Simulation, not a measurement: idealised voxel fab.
process module | voxel tone inversion
The cross-section shown here is cut; it is 210 nm wide and divided into square cells measuring 5 nm on a side.
A cross-section in this document is a grid of square cells, and it is written down as bands, the top band listed before the ones below it; a band is made up of one or more rows of cells.
A band entry consists of two parts. The first gives the height of the band's top and the height of its bottom, in nm. The rest lists the band's materials from left to right, each with its width in nm. A single material labelled with the word "all across" fills the band from edge to edge, and the word "blank" marks empty space.
Zero point of the height axis is 0; under it, received wafer = one material. Lowest band: continues down indefinitely, "0..down".
With a width like "30..40", each row of cells in the band differs from the next by the same amount, the top row carrying the first number and the bottom row the second.
Where the words "identical to before" appear for a step, the cross-section shows no cell changed by that step; every cell remained as before.
Closed empty spaces (no open way to the top) of 8 cells or more are what "Completely enclosed voids" lists, each as width x height at distance from the left edge, nm for all three.
The remark found on a step's line after its settings is issued by the simulator itself and pertains to that step.
overlay nm: for a step with a mask, the amount by which the mask lay right of where it was planned; a negative amount means left of it.

[These are the steps we planned for the process]
step 1: RECEIVE,material Si
step 2: CONFORMAL_DEP,material SiN,thk nm 10
step 3: DIRECTIONAL_DEP,material polySi,thk nm 20
step 4: PATTERN,tone cover,mask id POSTS,material resist,width nm 15,pitch nm 35,thk nm 30,overlay nm 0
step 5: DIRECTIONAL_ETCH,etch materials polySi,depth nm 20
step 6: STRIP,etch materials resist
step 7: FILL_DEP,material SiO2,thk nm 5
step 8: CMP,height nm 30
step 9: STRIP,etch materials polySi

[This is the cross-section of the wafer as we received it, i.e. after step 1]
	0..down = Si all across
	Completely enclosed voids: none

[Cross-section, end of module. Start: as above. Plan: as above. Execution: one mistake]
	30..10 = SiO2 all across
	10..0 = SiN all across
	0..down = Si all across
	Completely enclosed voids: none
what went wrong: step 3 deviated from plan and actually ran as DIRECTIONAL_DEP,material SiO2,thk nm 20
